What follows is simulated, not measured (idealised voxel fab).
Herein follows the process module entitled voxel transistor to metal.
Cross-sectional view cut (width: 245 nm; square cell size: 5 nm).
Think of the cross-section as a grid of square cells. We describe it in bands, top to bottom, and each band covers one or more rows of those cells. Top height, bottom height, nm. Materials left to right, width each, nm. Single material + "everywhere" = fills band edge to edge. "air" = empty. The reference from which all heights are counted is 0, the level beneath which the as-received wafer is entirely one material; the lowest band, having no lower bound, proceeds downward and is written after the example "top 0, no bottom". Width "30..40": first value at the band's top row of cells, second value at its bottom row, equal change from row to row. It should be understood that the words "nothing changed", when stated for a given step, signify that the cross-section underwent no change in any of its cells during that step. "Enclosed void inventory" enumerates empty spaces isolated from the top, with no open way to it, that contain at least 8 cells, giving each as width x height at distance from the left edge, all three in nm. Heads up: the bit after the settings on a step's line is the simulator's remark on that step. Steps that use a mask can have "overlay nm" on their line. It says how far the mask sat to the right of where it was meant to be. Negative means to the left.

The planned process steps are enumerated hereunder:
1,RECEIVE,material Si
2,OXIDIZE,depth nm 5
3,CONFORMAL_DEP,material SiN,thk nm 10
4,MASKED_ETCH,tone cover,mask id ACTIVE,width nm 95,pitch nm 115,etch materials SiN,depth nm 10,overlay nm 0
5,MASKED_ETCH,tone cover,mask id ACTIVE,width nm 95,pitch nm 115,etch materials SiO2,depth nm 5,overlay nm 0
6,MASKED_ETCH,tone cover,mask id ACTIVE,width nm 95,pitch nm 115,etch materials Si,depth nm 35,overlay nm 0
7,OXIDIZE,depth nm 5
8,FILL_DEP,material SiO2,thk nm 10
9,CMP,height nm 10
10,SELECTIVE_ETCH,etch materials SiO2,depth nm 10
11,STRIP,etch materials SiN
12,SELECTIVE_ETCH,etch materials SiO2,depth nm 5
13,OXIDIZE,depth nm 5
14,DIRECTIONAL_DEP,material polySi,thk nm 30
15,DIRECTIONAL_DEP,material SiCN,thk nm 15
16,MASKED_ETCH,tone cover,mask id GATE,width nm 25,pitch nm 115,etch materials SiCN,depth nm 25,overlay nm 0
17,MASKED_ETCH,tone cover,mask id GATE,width nm 25,pitch nm 115,etch materials polySi,depth nm 40,overlay nm 0
18,CONFORMAL_DEP,material SiN,thk nm 10
19,DIRECTIONAL_ETCH,etch materials SiN,depth nm 10
20,DIRECTIONAL_ETCH,etch materials SiO2,depth nm 5
21,DIRECTIONAL_ETCH,etch materials Si,depth nm 10
22,EPI,material SiGe,thk nm 10
23,FILL_DEP,material SiO2,thk nm 5
24,CMP,height nm 25
25,STRIP,etch materials polySi
26,SELECTIVE_ETCH,etch materials SiO2,depth nm 5
27,CONFORMAL_DEP,material HfO2,thk nm 5
28,CONFORMAL_DEP,material TiN,thk nm 5
29,FILL_DEP,material W,thk nm 10
30,CMP,height nm 20
31,DIRECTIONAL_DEP,material SiO2,thk nm 15
32,DIRECTIONAL_DEP,material aC,thk nm 10
33,PATTERN,tone open,mask id CONTACT,material resist,width nm 15,thk nm 30,overlay nm 0
34,DIRECTIONAL_ETCH,etch materials aC,depth nm 10
35,STRIP,etch materials resist
36,DIRECTIONAL_ETCH,etch materials SiO2,depth nm 45
37,STRIP,etch materials aC
38,CONFORMAL_DEP,material TiN,thk nm 5
39,FILL_DEP,material W,thk nm 5
40,CMP,height nm 35
41,CONFORMAL_DEP,material SiCN,thk nm 5
42,DIRECTIONAL_DEP,material lowk,thk nm 25
43,DIRECTIONAL_DEP,material aC,thk nm 15
44,PATTERN,tone open,mask id METAL_1,material resist,width nm 15,thk nm 35,overlay nm 0
45,DIRECTIONAL_ETCH,etch materials aC,depth nm 15
46,STRIP,etch materials resist
47,DIRECTIONAL_ETCH,etch materials lowk,depth nm 25
48,DIRECTIONAL_ETCH,etch materials SiCN,depth nm 5
49,STRIP,etch materials aC
50,CONFORMAL_DEP,material TiN,thk nm 5
51,FILL_DEP,material Cu,thk nm 10
52,CMP,height nm 65
53,CONFORMAL_DEP,material SiCN,thk nm 5
54,DIRECTIONAL_DEP,material SiO2,thk nm 25
55,DIRECTIONAL_DEP,material aC,thk nm 10
56,PATTERN,tone open,mask id METAL_2,material resist,width nm 15,pitch nm 115,thk nm 25,overlay nm 0
57,DIRECTIONAL_ETCH,etch materials aC,depth nm 10
58,STRIP,etch materials resist
59,DIRECTIONAL_ETCH,etch materials SiO2,depth nm 15
60,STRIP,etch materials aC
61,DIRECTIONAL_DEP,material aC,thk nm 15
62,PATTERN,tone open,mask id METAL_2_HOLES,material resist,width nm 15,pitch nm 115,thk nm 35,overlay nm 0
63,DIRECTIONAL_ETCH,etch materials aC,depth nm 15
64,STRIP,etch materials resist
65,DIRECTIONAL_ETCH,etch materials SiO2,depth nm 10
66,DIRECTIONAL_ETCH,etch materials SiCN,depth nm 5
67,STRIP,etch materials aC
68,CONFORMAL_DEP,material TiN,thk nm 5
69,FILL_DEP,material Cu,thk nm 10
70,CMP,height nm 95
71,CONFORMAL_DEP,material SiN,thk nm 5

Step 1 complete: cross-section of the wafer as received:
  top 0, no bottom | Si everywhere
  Enclosed void inventory: none

Sectioned view, first of two wafers, at the close of the module, processed as intended in the plan:
  top 100, bottom 95 | SiN everywhere
  top 95, bottom 70 | 20 SiO2 | 5 TiN | 5 Cu | 5 TiN | 100 SiO2 | 5 TiN | 5 Cu | 5 TiN | 95 SiO2
  top 70, bottom 65 | 20 SiCN | 15 TiN | 100 SiCN | 15 TiN | 95 SiCN
  top 65, bottom 40 | 20 lowk | 5 TiN | 5 Cu | 5 TiN | 55 lowk | 5 TiN | 5 Cu | 5 TiN | 30 lowk | 5 TiN | 5 Cu | 5 TiN | 55 lowk | 5 TiN | 5 Cu | 5 TiN | 25 lowk
  top 40, bottom 35 | 20 SiCN | 15 TiN | 55 SiCN | 15 TiN | 30 SiCN | 15 TiN | 55 SiCN | 15 TiN | 25 SiCN
  top 35, bottom 20 | 20 SiO2 | 5 TiN | 5 W | 5 TiN | 55 SiO2 | 5 TiN | 5 W | 5 TiN | 30 SiO2 | 5 TiN | 5 W | 5 TiN | 55 SiO2 | 5 TiN | 5 W | 5 TiN | 25 SiO2
  top 20, bottom 5 | 20 SiO2 | 5 TiN | 5 W | 5 TiN | 5 SiO2 | 10 SiN | 5 HfO2 | 5 TiN | 5 W | 5 TiN | 5 HfO2 | 10 SiN | 5 SiO2 | 5 TiN | 5 W | 5 TiN | 30 SiO2 | 5 TiN | 5 W | 5 TiN | 5 SiO2 | 10 SiN | 5 HfO2 | 5 TiN | 5 W | 5 TiN | 5 HfO2 | 10 SiN | 5 SiO2 | 5 TiN | 5 W | 5 TiN | 25 SiO2
  top 5, bottom 0 | 20 SiO2 | 15 TiN | 5 SiO2 | 10 SiN | 5 HfO2 | 5 TiN | 5 W | 5 TiN | 5 HfO2 | 10 SiN | 5 SiO2 | 15 TiN | 30 SiO2 | 15 TiN | 5 SiO2 | 10 SiN | 5 HfO2 | 5 TiN | 5 W | 5 TiN | 5 HfO2 | 10 SiN | 5 SiO2 | 15 TiN | 25 SiO2
  top 0, bottom -5 | 20 SiO2 | 10 TiN | 10 SiGe | 10 SiN | 5 HfO2 | 15 TiN | 5 HfO2 | 10 SiN | 10 SiGe | 10 TiN | 30 SiO2 | 10 TiN | 10 SiGe | 10 SiN | 5 HfO2 | 15 TiN | 5 HfO2 | 10 SiN | 10 SiGe | 10 TiN | 25 SiO2
  top -5, bottom -10 | 20 SiO2 | 10 TiN | 10 SiGe | 5 SiO2 | 35 HfO2 | 5 SiO2 | 10 SiGe | 10 TiN | 30 SiO2 | 10 TiN | 10 SiGe | 5 SiO2 | 35 HfO2 | 5 SiO2 | 10 SiGe | 10 TiN | 25 SiO2
  top -10, bottom -20 | 20 SiO2 | 20 SiGe | 45 Si | 20 SiGe | 30 SiO2 | 20 SiGe | 45 Si | 20 SiGe | 25 SiO2
  top -20, bottom -45 | 20 SiO2 | 85 Si | 30 SiO2 | 85 Si | 25 SiO2
  top -45, no bottom | Si everywhere
  Enclosed void inventory: none

End-of-module cross-section of the second wafer: identical starting point and process plan to the first, with one processing mistake:
  top 100, bottom 95 | SiN everywhere
  top 95, bottom 70 | 20 SiO2 | 5 TiN | 5 Cu | 5 TiN | 100 SiO2 | 5 TiN | 5 Cu | 5 TiN | 95 SiO2
  top 70, bottom 65 | 20 SiCN | 15 TiN | 100 SiCN | 15 TiN | 95 SiCN
  top 65, bottom 40 | 20 lowk | 5 TiN | 5 Cu | 5 TiN | 55 lowk | 5 TiN | 5 Cu | 5 TiN | 30 lowk | 5 TiN | 5 Cu | 5 TiN | 55 lowk | 5 TiN | 5 Cu | 5 TiN | 25 lowk
  top 40, bottom 35 | 20 SiCN | 15 TiN | 55 SiCN | 15 TiN | 30 SiCN | 15 TiN | 55 SiCN | 15 TiN | 25 SiCN
  top 35, bottom 20 | 20 SiO2 | 5 TiN | 5 W | 5 TiN | 55 SiO2 | 5 TiN | 5 W | 5 TiN | 30 SiO2 | 5 TiN | 5 W | 5 TiN | 55 SiO2 | 5 TiN | 5 W | 5 TiN | 25 SiO2
  top 20, bottom 5 | 20 SiO2 | 5 TiN | 5 W | 5 TiN | 5 SiO2 | 10 SiN | 5 TiN | 15 W | 5 TiN | 10 SiN | 5 SiO2 | 5 TiN | 5 W | 5 TiN | 30 SiO2 | 5 TiN | 5 W | 5 TiN | 5 SiO2 | 10 SiN | 5 TiN | 15 W | 5 TiN | 10 SiN | 5 SiO2 | 5 TiN | 5 W | 5 TiN | 25 SiO2
  top 5, bottom 0 | 20 SiO2 | 15 TiN | 5 SiO2 | 10 SiN | 5 TiN | 15 W | 5 TiN | 10 SiN | 5 SiO2 | 15 TiN | 30 SiO2 | 15 TiN | 5 SiO2 | 10 SiN | 5 TiN | 15 W | 5 TiN | 10 SiN | 5 SiO2 | 15 TiN | 25 SiO2
  top 0, bottom -5 | 20 SiO2 | 10 TiN | 10 SiGe | 10 SiN | 5 TiN | 15 W | 5 TiN | 10 SiN | 10 SiGe | 10 TiN | 30 SiO2 | 10 TiN | 10 SiGe | 10 SiN | 5 TiN | 15 W | 5 TiN | 10 SiN | 10 SiGe | 10 TiN | 25 SiO2
  top -5, bottom -10 | 20 SiO2 | 10 TiN | 10 SiGe | 5 SiO2 | 35 TiN | 5 SiO2 | 10 SiGe | 10 TiN | 30 SiO2 | 10 TiN | 10 SiGe | 5 SiO2 | 35 TiN | 5 SiO2 | 10 SiGe | 10 TiN | 25 SiO2
  top -10, bottom -20 | 20 SiO2 | 20 SiGe | 45 Si | 20 SiGe | 30 SiO2 | 20 SiGe | 45 Si | 20 SiGe | 25 SiO2
  top -20, bottom -45 | 20 SiO2 | 85 Si | 30 SiO2 | 85 Si | 25 SiO2
  top -45, no bottom | Si everywhere
  Enclosed void inventory: none
Heads up, the wafer didn't run the way we planned it: the plan's step 27 went unexecuted, having been skipped
The closing comparison, in cells, has the second wafer with more or fewer of some materials than the first: HfO2: 34 fewer; TiN: 12 more; W: 22 more
